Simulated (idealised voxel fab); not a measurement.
Process module, titled voxel released beams
Cross-section cut spans 280 nm and uses square cells 5 nm in size.
Think of the cross-section as a grid of square cells. We describe it in bands, top to bottom, and each band covers one or more rows of those cells.
Band entry format. Leading values: height of top, height of bottom, nm. Remainder: materials in left-to-right order, each with its width in nm. Special words: "throughout" on a single material, which then fills the band edge to edge; "air", empty space.
Basically, 0 is our baseline, since under it the wafer straight out of the box is all one material. The bottom band has no lower end and keeps on going down, so it looks like "0 down".
Read "30 to 40" as a graded width: first number on top, second number at the bottom, same change between each pair of neighbouring rows.
"stayed the same" -> step changed no cross-section cell.
"Encapsulated voids" means: voids of 8 cells or more that are shut off from the top with no open way through. Written width x height at distance, distance from the left edge, in nm.
Formally, on a step line, whatever follows the settings is a remark that the simulator itself makes on the step.
overlay nm: step with mask; distance mask lay right of planned place; negative value = left of planned place.
LIST OF PLANNED PROCESS STEPS
1,RECEIVE | material Si
2,CONFORMAL_DEP | material SiN | thk nm 10
3,DIRECTIONAL_DEP | material SiO2 | thk nm 15
4,MASKED_ETCH | tone open | mask id ANCHOR | width nm 30 | etch materials SiO2 | depth nm 15 | overlay nm 0
5,CONFORMAL_DEP | material W | thk nm 10
6,DIRECTIONAL_DEP | material aC | thk nm 10
7,PATTERN | tone cover | mask id BEAM | material resist | width nm 85 | thk nm 30 | overlay nm 0
8,DIRECTIONAL_ETCH | etch materials aC | depth nm 10
9,STRIP | etch materials resist
10,DIRECTIONAL_ETCH | etch materials W | depth nm 10
11,STRIP | etch materials aC
12,STRIP | etch materials SiO2
CROSS-SECTION OF THE INCOMING WAFER, STATE AFTER STEP 1
    0 down = Si throughout
    Encapsulated voids: none
END-OF-MODULE CROSS-SECTION. STARTING STRUCTURE AND PROCESS PLAN AS ABOVE; ONE MISTAKE MADE IN RUNNING IT
    35 to 25 = air (95); W (5); air (10); W (70); air (100)
    25 to 20 = air (90); W (10); air (10); W (10); air (160)
    20 to 10 = air (90); W (30); air (160)
    10 to 0 = SiN throughout
    0 down = Si throughout
    Encapsulated voids: none
What was done differently from what was planned? planned and actual differ for step 4; actual: MASKED_ETCH | tone open | mask id ANCHOR | width nm 30 | etch materials SiO2 | depth nm 15 | overlay nm -10
